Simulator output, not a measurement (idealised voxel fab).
The following is a process module called voxel plated lines.
cross-section cut | 140 nm wide | cells 5 nm
How to read a cross-section here: the picture is a grid of square cells, written as bands going from the top down, and any band can span one or more rows of cells. Each band's line starts with the height of the band's top and of its bottom, in nm. Then come its materials from left to right, each with its width in nm. One material with "everywhere" fills the band from edge to edge. "empty" is empty space. Zero point of the height axis is 0; under it, received wafer = one material. Lowest band: continues down indefinitely, "from 0 down". Graded width ("30->40"): value in top row of band = first number; value in bottom row = second number; row-to-row change constant. Key: "stayed the same" - step with no changed cell in the cross-section. The entry titled "Enclosed void list" provides the empty spaces that have no open way to the top, restricted to those of 8 cells or more. Each is presented as width x height at distance, the distance being measured from the left edge, with all three in nm. Read whatever lies past the settings on a step's line as the simulator's own remark about the step. For masked steps, "overlay nm" on the step line gives how far right of plan the mask actually lay; a minus sign means it lay to the left.

[So here's the lineup of process steps we planned]
| 1 | RECEIVE (material Si) |
| 2 | CONFORMAL_DEP (material Al2O3; thk nm 5) |
| 3 | DIRECTIONAL_DEP (material TiN; thk nm 5) |
| 4 | PATTERN (tone open; mask id LINES; material resist; width nm 20; pitch nm 35; thk nm 15; overlay nm 0) |
| 5 | EPI (material Ru; thk nm 5) |
| 6 | STRIP (etch materials resist) |
| 7 | DIRECTIONAL_ETCH (etch materials TiN; depth nm 5) |
| 8 | CONFORMAL_DEP (material SiCN; thk nm 10) |

[Concerning the first of two wafers, which was run in accordance with the plan]

[Shown in cross-section is the wafer as received, that is, as it stands after step 1]
    from 0 down  Si everywhere
    Enclosed void list: none

[Step 2 complete: cross-section through the wafer]
    from 5 to 0  Al2O3 everywhere
    All layers under 0 are left as they were.

[Step 3 complete: cross-section through the wafer]
    from 10 to 5  TiN everywhere
    All layers under 5 are left as they were.

[Step 4 complete: cross-section through the wafer]
    from 25 to 10  resist (25), empty (20), resist (15), empty (20), resist (15), empty (20), resist (25)
    All layers under 10 are left as they were.

[Step 5 complete: cross-section through the wafer]
    from 25 to 15  resist (25), empty (20), resist (15), empty (20), resist (15), empty (20), resist (25)
    from 15 to 10  resist (25), Ru (20), resist (15), Ru (20), resist (15), Ru (20), resist (25)
    All layers under 10 are left as they were.

[Step 6 complete: cross-section through the wafer]
    from 15 to 10  empty (25), Ru (20), empty (15), Ru (20), empty (15), Ru (20), empty (25)
    All layers under 10 are left as they were.

[Step 7 complete: cross-section through the wafer]
    from 15 to 10  empty (25), Ru (20), empty (15), Ru (20), empty (15), Ru (20), empty (25)
    from 10 to 5  empty (25), TiN (20), empty (15), TiN (20), empty (15), TiN (20), empty (25)
    All layers under 5 are left as they were.

[Step 8 complete: cross-section through the wafer]
    from 25 to 15  empty (15), SiCN (110), empty (15)
    from 15 to 10  SiCN (25), Ru (20), SiCN (15), Ru (20), SiCN (15), Ru (20), SiCN (25)
    from 10 to 5  SiCN (25), TiN (20), SiCN (15), TiN (20), SiCN (15), TiN (20), SiCN (25)
    All layers under 5 are left as they were.

[Wafer two: like wafer one in start and plan, but with one mistake in execution; identical up to and including step 1]

[Second wafer shown in cross-section at the time step 2 was slated to end]
    from 15 to 0  Al2O3 everywhere
    All layers under 0 are left as they were.

[Second wafer shown in cross-section at the time step 3 was slated to end]
    from 20 to 15  TiN everywhere
    All layers under 15 are left as they were.

[Second wafer shown in cross-section at the time step 4 was slated to end]
    from 35 to 20  resist (25), empty (20), resist (15), empty (20), resist (15), empty (20), resist (25)
    All layers under 20 are left as they were.

[Second wafer shown in cross-section at the time step 5 was slated to end]
    from 35 to 25  resist (25), empty (20), resist (15), empty (20), resist (15), empty (20), resist (25)
    from 25 to 20  resist (25), Ru (20), resist (15), Ru (20), resist (15), Ru (20), resist (25)
    All layers under 20 are left as they were.

[Second wafer shown in cross-section at the time step 6 was slated to end]
    from 25 to 20  empty (25), Ru (20), empty (15), Ru (20), empty (15), Ru (20), empty (25)
    All layers under 20 are left as they were.

[Second wafer shown in cross-section at the time step 7 was slated to end]
    from 25 to 20  empty (25), Ru (20), empty (15), Ru (20), empty (15), Ru (20), empty (25)
    from 20 to 15  empty (25), TiN (20), empty (15), TiN (20), empty (15), TiN (20), empty (25)
    All layers under 15 are left as they were.

[Second wafer shown in cross-section at the time step 8 was slated to end]
    from 35 to 25  empty (15), SiCN (110), empty (15)
    from 25 to 20  SiCN (25), Ru (20), SiCN (15), Ru (20), SiCN (15), Ru (20), SiCN (25)
    from 20 to 15  SiCN (25), TiN (20), SiCN (15), TiN (20), SiCN (15), TiN (20), SiCN (25)
    All layers under 15 are left as they were.
Want to know what went wrong? step 2 was processed under conditions differing from the plan, specifically as CONFORMAL_DEP (material Al2O3; thk nm 15)
Bottom line after processing is that, in cells, the second wafer is up or down on some materials versus the first: Al2O3 +56
